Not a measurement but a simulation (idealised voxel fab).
The document below concerns the process module designated voxel gate over fins.
We display cut, a cross-section 300 nm in width whose square cells are each 5 nm.
Think of the cross-section as a grid of square cells. We describe it in bands, top to bottom, and each band covers one or more rows of those cells. Top height, bottom height, nm. Materials left to right, width each, nm. Single material + "full width" = fills band edge to edge. "empty" = empty. Counting heights begins at 0, where everything beneath is, in the wafer as received, one material. The lowest band has no bottom; it goes on downwards, as "z 0 and below" shows. Width spec "30->40" -> top row of cells at first value, bottom row at second value, equal per-row change in between. You'll sometimes find "nothing was modified" written for a step, and that's the way of saying that nowhere in the cross-section did a cell change during that step. Voids not open to the top, 8 cells minimum: see "Closed void table". Written width x height at distance; distance is from the left edge; nm. Read whatever lies past the settings on a step's line as the simulator's own remark about the step. A step line may carry the setting "overlay nm", which, for steps involving a mask, states the distance by which the mask lay to the right of its intended position; negative values denote displacement to the left. From here on the document is pairs. In a pair, the cross-section before one process step comes with the cross-section after it, and the latter goes no deeper than the lowest band that changed. What lies in between, the step and its settings, is written under the pair. A pair may be from a different run of this module on the same starting wafer than the pair above it, so it continues from that pair only where its entry headed "Structure before processing" says so.
-- Structure before processing
> z 0 and below = Si full width
> Closed void table: none
-- Post-Process View
> z 5 to 0 = SiN full width
> Below 0, the layers are the same as they were.
> Closed void table: none
the step between: CONFORMAL_DEP,material SiN,thk nm 5
Structure before processing: just use the after drawing of the pair above as your starting point.
-- Post-Process View
> z 5 to 0 = empty (120), SiN (15), empty (30), SiN (15), empty (120)
> Below 0, the layers are the same as they were.
> Closed void table: none
the step between: MASKED_ETCH,tone cover,mask id FINS,width nm 15,pitch nm 45,etch materials SiN,depth nm 5,overlay nm 0
Structure before processing: just use the after drawing of the pair above as your starting point.
-- Post-Process View
> z 5 to 0 = empty (120), SiN (15), empty (30), SiN (15), empty (120)
> z 0 to -35 = empty (120), Si (15), empty (30), Si (15), empty (120)
> Below -35, the layers are the same as they were.
> Closed void table: none
the step between: MASKED_ETCH,tone cover,mask id FINS,width nm 15,pitch nm 45,etch materials Si,depth nm 35,overlay nm 0
Structure before processing: just use the after drawing of the pair above as your starting point.
-- Post-Process View
> z 10 to 5 = SiO2 full width
> z 5 to 0 = SiO2 (120), SiN (15), SiO2 (30), SiN (15), SiO2 (120)
> z 0 to -35 = SiO2 (120), Si (15), SiO2 (30), Si (15), SiO2 (120)
> Below -35, the layers are the same as they were.
> Closed void table: none
the step between: FILL_DEP,material SiO2,thk nm 5
Structure before processing: just use the after drawing of the pair above as your starting point.
-- Post-Process View
> z 5 to 0 = SiO2 (120), SiN (15), SiO2 (30), SiN (15), SiO2 (120)
> Below 0, the layers are the same as they were.
> Closed void table: none
the step between: CMP,height nm 5
Structure before processing: just use the after drawing of the pair above as your starting point.
-- Post-Process View
> z 5 to 0 = empty (120), SiN (15), empty (30), SiN (15), empty (120)
> z 0 to -15 = empty (120), Si (15), empty (30), Si (15), empty (120)
> Below -15, the layers are the same as they were.
> Closed void table: none
the step between: SELECTIVE_ETCH,etch materials SiO2,depth nm 20
Structure before processing: just use the after drawing of the pair above as your starting point.
-- Post-Process View
> z 0 to -15 = empty (120), Si (15), empty (30), Si (15), empty (120)
> Below -15, the layers are the same as they were.
> Closed void table: none
the step between: STRIP,etch materials SiN
Structure before processing: just use the after drawing of the pair above as your starting point.
-- Post-Process View
> z 5 to 0 = empty (115), HfO2 (25), empty (20), HfO2 (25), empty (115)
> z 0 to -10 = empty (115), HfO2 (5), Si (15), HfO2 (5), empty (20), HfO2 (5), Si (15), HfO2 (5), empty (115)
> z -10 to -15 = HfO2 (120), Si (15), HfO2 (30), Si (15), HfO2 (120)
> Below -15, the layers are the same as they were.
> Closed void table: none
the step between: CONFORMAL_DEP,material HfO2,thk nm 5
Structure before processing: just use the after drawing of the pair above as your starting point.
-- Post-Process View
> z 10 to 5 = empty (110), TiN (35), empty (10), TiN (35), empty (110)
> z 5 to 0 = empty (110), TiN (5), HfO2 (25), TiN (5), empty (10), TiN (5), HfO2 (25), TiN (5), empty (110)
> z 0 to -5 = empty (110), TiN (5), HfO2 (5), Si (15), HfO2 (5), TiN (5), empty (10), TiN (5), HfO2 (5), Si (15), HfO2 (5), TiN (5), empty (110)
> z -5 to -10 = TiN (115), HfO2 (5), Si (15), HfO2 (5), TiN (20), HfO2 (5), Si (15), HfO2 (5), TiN (115)
> Below -10, the layers are the same as they were.
> Closed void table: none
the step between: CONFORMAL_DEP,material TiN,thk nm 5
Structure before processing: just use the after drawing of the pair above as your starting point.
-- Post-Process View
> z 15 to 10 = empty (105), TiAl (90), empty (105)
> z 10 to 5 = empty (105), TiAl (5), TiN (35), TiAl (10), TiN (35), TiAl (5), empty (105)
> z 5 to 0 = empty (105), TiAl (5), TiN (5), HfO2 (25), TiN (5), TiAl (10), TiN (5), HfO2 (25), TiN (5), TiAl (5), empty (105)
> z 0 to -5 = TiAl (110), TiN (5), HfO2 (5), Si (15), HfO2 (5), TiN (5), TiAl (10), TiN (5), HfO2 (5), Si (15), HfO2 (5), TiN (5), TiAl (110)
> Below -5, the layers are the same as they were.
> Closed void table: none
the step between: CONFORMAL_DEP,material TiAl,thk nm 5
Structure before processing: just use the after drawing of the pair above as your starting point.
-- Post-Process View
> z 20 to 15 = empty (100), TiN (100), empty (100)
> z 15 to 10 = empty (100), TiN (5), TiAl (90), TiN (5), empty (100)
> z 10 to 5 = empty (100), TiN (5), TiAl (5), TiN (35), TiAl (10), TiN (35), TiAl (5), TiN (5), empty (100)
> z 5 to 0 = TiN (105), TiAl (5), TiN (5), HfO2 (25), TiN (5), TiAl (10), TiN (5), HfO2 (25), TiN (5), TiAl (5), TiN (105)
> Below 0, the layers are the same as they were.
> Closed void table: none
the step between: CONFORMAL_DEP,material TiN,thk nm 5
Structure before processing: just use the after drawing of the pair above as your starting point.
-- Post-Process View
> z 30 to 20 = W full width
> z 20 to 15 = W (100), TiN (100), W (100)
> z 15 to 10 = W (100), TiN (5), TiAl (90), TiN (5), W (100)
> z 10 to 5 = W (100), TiN (5), TiAl (5), TiN (35), TiAl (10), TiN (35), TiAl (5), TiN (5), W (100)
> Below 5, the layers are the same as they were.
> Closed void table: none
the step between: FILL_DEP,material W,thk nm 10
Structure before processing: just use the after drawing of the pair above as your starting point.
-- Post-Process View
> z 25 to 20 = W full width
> Below 20, the layers are the same as they were.
> Closed void table: none
the step between: CMP,height nm 25
Structure before processing: just use the after drawing of the pair above as your starting point.
-- Post-Process View
> z 30 to 25 = SiCN full width
> Below 25, the layers are the same as they were.
> Closed void table: none
the step between: CONFORMAL_DEP,material SiCN,thk nm 5
-- Structure before processing
> z 0 to -15 = empty (120), Si (15), empty (30), Si (15), empty (120)
> z -15 to -35 = SiO2 (120), Si (15), SiO2 (30), Si (15), SiO2 (120)
> z -35 and below = Si full width
> Closed void table: none
-- Post-Process View
> z 5 to 0 = empty (115), TiN (25), empty (20), TiN (25), empty (115)
> z 0 to -10 = empty (115), TiN (5), Si (15), TiN (5), empty (20), TiN (5), Si (15), TiN (5), empty (115)
> z -10 to -15 = TiN (120), Si (15), TiN (30), Si (15), TiN (120)
> Below -15, the layers are the same as they were.
> Closed void table: none
the step between: CONFORMAL_DEP,material TiN,thk nm 5
Structure before processing: just use the after drawing of the pair above as your starting point.
-- Post-Process View
> z 10 to 5 = empty (110), TiAl (35), empty (10), TiAl (35), empty (110)
> z 5 to 0 = empty (110), TiAl (5), TiN (25), TiAl (5), empty (10), TiAl (5), TiN (25), TiAl (5), empty (110)
> z 0 to -5 = empty (110), TiAl (5), TiN (5), Si (15), TiN (5), TiAl (5), empty (10), TiAl (5), TiN (5), Si (15), TiN (5), TiAl (5), empty (110)
> z -5 to -10 = TiAl (115), TiN (5), Si (15), TiN (5), TiAl (20), TiN (5), Si (15), TiN (5), TiAl (115)
> Below -10, the layers are the same as they were.
> Closed void table: none
the step between: CONFORMAL_DEP,material TiAl,thk nm 5
Structure before processing: just use the after drawing of the pair above as your starting point.
-- Post-Process View
> z 15 to 10 = empty (105), TiN (90), empty (105)
> z 10 to 5 = empty (105), TiN (5), TiAl (35), TiN (10), TiAl (35), TiN (5), empty (105)
> z 5 to 0 = empty (105), TiN (5), TiAl (5), TiN (25), TiAl (5), TiN (10), TiAl (5), TiN (25), TiAl (5), TiN (5), empty (105)
> z 0 to -5 = TiN (110), TiAl (5), TiN (5), Si (15), TiN (5), TiAl (5), TiN (10), TiAl (5), TiN (5), Si (15), TiN (5), TiAl (5), TiN (110)
> Below -5, the layers are the same as they were.
> Closed void table: none
the step between: CONFORMAL_DEP,material TiN,thk nm 5
Structure before processing: just use the after drawing of the pair above as your starting point.
-- Post-Process View
> z 25 to 15 = W full width
> z 15 to 10 = W (105), TiN (90), W (105)
> z 10 to 5 = W (105), TiN (5), TiAl (35), TiN (10), TiAl (35), TiN (5), W (105)
> z 5 to 0 = W (105), TiN (5), TiAl (5), TiN (25), TiAl (5), TiN (10), TiAl (5), TiN (25), TiAl (5), TiN (5), W (105)
> Below 0, the layers are the same as they were.
> Closed void table: none
the step between: FILL_DEP,material W,thk nm 10
Structure before processing: just use the after drawing of the pair above as your starting point.
-- Post-Process View
> z 30 to 25 = SiCN full width
> Below 25, the layers are the same as they were.
> Closed void table: none
the step between: CONFORMAL_DEP,material SiCN,thk nm 5
-- Structure before processing
> z 5 to 0 = empty (120), SiN (15), empty (30), SiN (15), empty (120)
> z 0 to -35 = empty (120), Si (15), empty (30), Si (15), empty (120)
> z -35 and below = Si full width
> Closed void table: none
-- Post-Process View
> z 5 to 0 = empty (120), SiN (15), empty (30), SiN (15), empty (120)
> z 0 to -70 = empty (120), Si (15), empty (30), Si (15), empty (120)
> Below -70, the layers are the same as they were.
> Closed void table: none
the step between: MASKED_ETCH,tone cover,mask id FINS,width nm 15,pitch nm 45,etch materials Si,depth nm 35,overlay nm 0
Structure before processing: just use the after drawing of the pair above as your starting point.
-- Post-Process View
> z 10 to 5 = SiO2 full width
> z 5 to 0 = SiO2 (120), SiN (15), SiO2 (30), SiN (15), SiO2 (120)
> z 0 to -70 = SiO2 (120), Si (15), SiO2 (30), Si (15), SiO2 (120)
> Below -70, the layers are the same as they were.
> Closed void table: none
the step between: FILL_DEP,material SiO2,thk nm 5
Structure before processing: just use the after drawing of the pair above as your starting point.
-- Post-Process View
> z 5 to 0 = SiO2 (120), SiN (15), SiO2 (30), SiN (15), SiO2 (120)
> Below 0, the layers are the same as they were.
> Closed void table: none
the step between: CMP,height nm 5
Structure before processing: just use the after drawing of the pair above as your starting point.
-- Post-Process View
> z 5 to 0 = empty (120), SiN (15), empty (30), SiN (15), empty (120)
> z 0 to -15 = empty (120), Si (15), empty (30), Si (15), empty (120)
> Below -15, the layers are the same as they were.
> Closed void table: none
the step between: SELECTIVE_ETCH,etch materials SiO2,depth nm 20
Structure before processing: just use the after drawing of the pair above as your starting point.
-- Post-Process View
> z 0 to -15 = empty (120), Si (15), empty (30), Si (15), empty (120)
> Below -15, the layers are the same as they were.
> Closed void table: none
the step between: STRIP,etch materials SiN
Structure before processing: just use the after drawing of the pair above as your starting point.
-- Post-Process View
> z 5 to 0 = empty (115), HfO2 (25), empty (20), HfO2 (25), empty (115)
> z 0 to -10 = empty (115), HfO2 (5), Si (15), HfO2 (5), empty (20), HfO2 (5), Si (15), HfO2 (5), empty (115)
> z -10 to -15 = HfO2 (120), Si (15), HfO2 (30), Si (15), HfO2 (120)
> Below -15, the layers are the same as they were.
> Closed void table: none
the step between: CONFORMAL_DEP,material HfO2,thk nm 5
Structure before processing: just use the after drawing of the pair above as your starting point.
-- Post-Process View
> z 10 to 5 = empty (110), TiN (35), empty (10), TiN (35), empty (110)
> z 5 to 0 = empty (110), TiN (5), HfO2 (25), TiN (5), empty (10), TiN (5), HfO2 (25), TiN (5), empty (110)
> z 0 to -5 = empty (110), TiN (5), HfO2 (5), Si (15), HfO2 (5), TiN (5), empty (10), TiN (5), HfO2 (5), Si (15), HfO2 (5), TiN (5), empty (110)
> z -5 to -10 = TiN (115), HfO2 (5), Si (15), HfO2 (5), TiN (20), HfO2 (5), Si (15), HfO2 (5), TiN (115)
> Below -10, the layers are the same as they were.
> Closed void table: none
the step between: CONFORMAL_DEP,material TiN,thk nm 5
Structure before processing: just use the after drawing of the pair above as your starting point.
-- Post-Process View
> z 15 to 10 = empty (105), TiAl (90), empty (105)
> z 10 to 5 = empty (105), TiAl (5), TiN (35), TiAl (10), TiN (35), TiAl (5), empty (105)
> z 5 to 0 = empty (105), TiAl (5), TiN (5), HfO2 (25), TiN (5), TiAl (10), TiN (5), HfO2 (25), TiN (5), TiAl (5), empty (105)
> z 0 to -5 = TiAl (110), TiN (5), HfO2 (5), Si (15), HfO2 (5), TiN (5), TiAl (10), TiN (5), HfO2 (5), Si (15), HfO2 (5), TiN (5), TiAl (110)
> Below -5, the layers are the same as they were.
> Closed void table: none
the step between: CONFORMAL_DEP,material TiAl,thk nm 5
Structure before processing: just use the after drawing of the pair above as your starting point.
-- Post-Process View
> z 20 to 15 = empty (100), TiN (100), empty (100)
> z 15 to 10 = empty (100), TiN (5), TiAl (90), TiN (5), empty (100)
> z 10 to 5 = empty (100), TiN (5), TiAl (5), TiN (35), TiAl (10), TiN (35), TiAl (5), TiN (5), empty (100)
> z 5 to 0 = TiN (105), TiAl (5), TiN (5), HfO2 (25), TiN (5), TiAl (10), TiN (5), HfO2 (25), TiN (5), TiAl (5), TiN (105)
> Below 0, the layers are the same as they were.
> Closed void table: none
the step between: CONFORMAL_DEP,material TiN,thk nm 5
Structure before processing: just use the after drawing of the pair above as your starting point.
-- Post-Process View
> z 30 to 20 = W full width
> z 20 to 15 = W (100), TiN (100), W (100)
> z 15 to 10 = W (100), TiN (5), TiAl (90), TiN (5), W (100)
> z 10 to 5 = W (100), TiN (5), TiAl (5), TiN (35), TiAl (10), TiN (35), TiAl (5), TiN (5), W (100)
> Below 5, the layers are the same as they were.
> Closed void table: none
the step between: FILL_DEP,material W,thk nm 10
Structure before processing: just use the after drawing of the pair above as your starting point.
-- Post-Process View
> z 25 to 20 = W full width
> Below 20, the layers are the same as they were.
> Closed void table: none
the step between: CMP,height nm 25
Structure before processing: just use the after drawing of the pair above as your starting point.
-- Post-Process View
> z 30 to 25 = SiCN full width
> Below 25, the layers are the same as they were.
> Closed void table: none
the step between: CONFORMAL_DEP,material SiCN,thk nm 5
-- Structure before processing
> z 5 to 0 = SiO2 (120), SiN (15), SiO2 (30), SiN (15), SiO2 (120)
> z 0 to -35 = SiO2 (120), Si (15), SiO2 (30), Si (15), SiO2 (120)
> z -35 and below = Si full width
> Closed void table: none
-- Post-Process View
> z 5 to 0 = SiO2 (120), empty (15), SiO2 (30), empty (15), SiO2 (120)
> Below 0, the layers are the same as they were.
> Closed void table: none
the step between: STRIP,etch materials SiN
Structure before processing: just use the after drawing of the pair above as your starting point.
-- Post-Process View
> z 0 to -15 = empty (120), Si (15), empty (30), Si (15), empty (120)
> z -15 to -20 = SiO2 (100), empty (20), Si (15), empty (30), Si (15), empty (20), SiO2 (100)
> Below -20, the layers are the same as they were.
> Closed void table: none
the step between: SELECTIVE_ETCH,etch materials SiO2,depth nm 20
Structure before processing: just use the after drawing of the pair above as your starting point.
-- Post-Process View
> z 5 to 0 = empty (115), HfO2 (25), empty (20), HfO2 (25), empty (115)
> z 0 to -10 = empty (115), HfO2 (5), Si (15), HfO2 (5), empty (20), HfO2 (5), Si (15), HfO2 (5), empty (115)
> z -10 to -15 = HfO2 (105), empty (10), HfO2 (5), Si (15), HfO2 (5), empty (20), HfO2 (5), Si (15), HfO2 (5), empty (10), HfO2 (105)
> z -15 to -20 = SiO2 (100), HfO2 (20), Si (15), HfO2 (30), Si (15), HfO2 (20), SiO2 (100)
> Below -20, the layers are the same as they were.
> Closed void table: none
the step between: CONFORMAL_DEP,material HfO2,thk nm 5
Structure before processing: just use the after drawing of the pair above as your starting point.
-- Post-Process View
> z 10 to 5 = empty (110), TiN (35), empty (10), TiN (35), empty (110)
> z 5 to 0 = empty (110), TiN (5), HfO2 (25), TiN (5), empty (10), TiN (5), HfO2 (25), TiN (5), empty (110)
> z 0 to -5 = empty (110), TiN (5), HfO2 (5), Si (15), HfO2 (5), TiN (5), empty (10), TiN (5), HfO2 (5), Si (15), HfO2 (5), TiN (5), empty (110)
> z -5 to -10 = TiN (115), HfO2 (5), Si (15), HfO2 (5), TiN (5), empty (10), TiN (5), HfO2 (5), Si (15), HfO2 (5), TiN (115)
> z -10 to -15 = HfO2 (105), TiN (10), HfO2 (5), Si (15), HfO2 (5), TiN (20), HfO2 (5), Si (15), HfO2 (5), TiN (10), HfO2 (105)
> Below -15, the layers are the same as they were.
> Closed void table: none
the step between: CONFORMAL_DEP,material TiN,thk nm 5
Structure before processing: just use the after drawing of the pair above as your starting point.
-- Post-Process View
> z 15 to 10 = empty (105), TiAl (90), empty (105)
> z 10 to 5 = empty (105), TiAl (5), TiN (35), TiAl (10), TiN (35), TiAl (5), empty (105)
> z 5 to 0 = empty (105), TiAl (5), TiN (5), HfO2 (25), TiN (5), TiAl (10), TiN (5), HfO2 (25), TiN (5), TiAl (5), empty (105)
> z 0 to -5 = TiAl (110), TiN (5), HfO2 (5), Si (15), HfO2 (5), TiN (5), TiAl (10), TiN (5), HfO2 (5), Si (15), HfO2 (5), TiN (5), TiAl (110)
> z -5 to -10 = TiN (115), HfO2 (5), Si (15), HfO2 (5), TiN (5), TiAl (10), TiN (5), HfO2 (5), Si (15), HfO2 (5), TiN (115)
> Below -10, the layers are the same as they were.
> Closed void table: none
the step between: CONFORMAL_DEP,material TiAl,thk nm 5
Structure before processing: just use the after drawing of the pair above as your starting point.
-- Post-Process View
> z 20 to 15 = empty (100), TiN (100), empty (100)
> z 15 to 10 = empty (100), TiN (5), TiAl (90), TiN (5), empty (100)
> z 10 to 5 = empty (100), TiN (5), TiAl (5), TiN (35), TiAl (10), TiN (35), TiAl (5), TiN (5), empty (100)
> z 5 to 0 = TiN (105), TiAl (5), TiN (5), HfO2 (25), TiN (5), TiAl (10), TiN (5), HfO2 (25), TiN (5), TiAl (5), TiN (105)
> Below 0, the layers are the same as they were.
> Closed void table: none
the step between: CONFORMAL_DEP,material TiN,thk nm 5
Structure before processing: just use the after drawing of the pair above as your starting point.
-- Post-Process View
> z 30 to 20 = W full width
> z 20 to 15 = W (100), TiN (100), W (100)
> z 15 to 10 = W (100), TiN (5), TiAl (90), TiN (5), W (100)
> z 10 to 5 = W (100), TiN (5), TiAl (5), TiN (35), TiAl (10), TiN (35), TiAl (5), TiN (5), W (100)
> Below 5, the layers are the same as they were.
> Closed void table: none
the step between: FILL_DEP,material W,thk nm 10
Structure before processing: just use the after drawing of the pair above as your starting point.
-- Post-Process View
> z 25 to 20 = W full width
> Below 20, the layers are the same as they were.
> Closed void table: none
the step between: CMP,height nm 25
Structure before processing: just use the after drawing of the pair above as your starting point.
-- Post-Process View
> z 30 to 25 = SiCN full width
> Below 25, the layers are the same as they were.
> Closed void table: none
the step between: CONFORMAL_DEP,material SiCN,thk nm 5
-- Structure before processing
> z 25 to 20 = W full width
> z 20 to 15 = W (100), TiN (100), W (100)
> z 15 to 10 = W (100), TiN (5), TiAl (90), TiN (5), W (100)
> z 10 to 5 = W (100), TiN (5), TiAl (5), TiN (35), TiAl (10), TiN (35), TiAl (5), TiN (5), W (100)
> z 5 to 0 = TiN (105), TiAl (5), TiN (5), HfO2 (25), TiN (5), TiAl (10), TiN (5), HfO2 (25), TiN (5), TiAl (5), TiN (105)
> z 0 to -5 = TiAl (110), TiN (5), HfO2 (5), Si (15), HfO2 (5), TiN (5), TiAl (10), TiN (5), HfO2 (5), Si (15), HfO2 (5), TiN (5), TiAl (110)
> z -5 to -10 = TiN (115), HfO2 (5), Si (15), HfO2 (5), TiN (20), HfO2 (5), Si (15), HfO2 (5), TiN (115)
> z -10 to -15 = HfO2 (120), Si (15), HfO2 (30), Si (15), HfO2 (120)
> z -15 to -35 = SiO2 (120), Si (15), SiO2 (30), Si (15), SiO2 (120)
> z -35 and below = Si full width
> Closed void table: none
-- Post-Process View
> z 40 to 25 = SiCN full width
> Below 25, the layers are the same as they were.
> Closed void table: none
the step between: CONFORMAL_DEP,material SiCN,thk nm 15
-- Structure before processing
> z 5 to 0 = empty (120), SiN (15), empty (30), SiN (15), empty (120)
> z 0 to -35 = empty (120), Si (15), empty (30), Si (15), empty (120)
> z -35 and below = Si full width
> Closed void table: none
-- Post-Process View
> z 10 to 5 = W full width
> z 5 to 0 = W (120), SiN (15), W (30), SiN (15), W (120)
> z 0 to -35 = W (120), Si (15), W (30), Si (15), W (120)
> Below -35, the layers are the same as they were.
> Closed void table: none
the step between: FILL_DEP,material W,thk nm 5
Structure before processing: just use the after drawing of the pair above as your starting point.
-- Post-Process View
> z 5 to 0 = W (120), SiN (15), W (30), SiN (15), W (120)
> Below 0, the layers are the same as they were.
> Closed void table: none
the step between: CMP,height nm 5
Structure before processing: just use the after drawing of the pair above as your starting point.
-- Post-Process View
> z 5 to 0 = W (120), empty (15), W (30), empty (15), W (120)
> Below 0, the layers are the same as they were.
> Closed void table: none
the step between: STRIP,etch materials SiN
Structure before processing: just use the after drawing of the pair above as your starting point.
-- Post-Process View
> z 10 to 5 = HfO2 (125), empty (5), HfO2 (40), empty (5), HfO2 (125)
> z 5 to 0 = W (120), HfO2 (15), W (30), HfO2 (15), W (120)
> Below 0, the layers are the same as they were.
> Closed void table: none
the step between: CONFORMAL_DEP,material HfO2,thk nm 5
Structure before processing: just use the after drawing of the pair above as your starting point.
-- Post-Process View
> z 15 to 10 = TiN full width
> z 10 to 5 = HfO2 (125), TiN (5), HfO2 (40), TiN (5), HfO2 (125)
> Below 5, the layers are the same as they were.
> Closed void table: none
the step between: CONFORMAL_DEP,material TiN,thk nm 5
Structure before processing: just use the after drawing of the pair above as your starting point.
-- Post-Process View
> z 20 to 15 = TiAl full width
> Below 15, the layers are the same as they were.
> Closed void table: none
the step between: CONFORMAL_DEP,material TiAl,thk nm 5
Structure before processing: just use the after drawing of the pair above as your starting point.
-- Post-Process View
> z 25 to 20 = TiN full width
> Below 20, the layers are the same as they were.
> Closed void table: none
the step between: CONFORMAL_DEP,material TiN,thk nm 5
Structure before processing: just use the after drawing of the pair above as your starting point.
-- Post-Process View
> z 35 to 25 = W full width
> Below 25, the layers are the same as they were.
> Closed void table: none
the step between: FILL_DEP,material W,thk nm 10
Structure before processing: just use the after drawing of the pair above as your starting point.
-- Post-Process View
> z 25 to 20 = TiN full width
> Below 20, the layers are the same as they were.
> Closed void table: none
the step between: CMP,height nm 25
Structure before processing: just use the after drawing of the pair above as your starting point.
-- Post-Process View
> z 30 to 25 = SiCN full width
> Below 25, the layers are the same as they were.
> Closed void table: none
the step between: CONFORMAL_DEP,material SiCN,thk nm 5
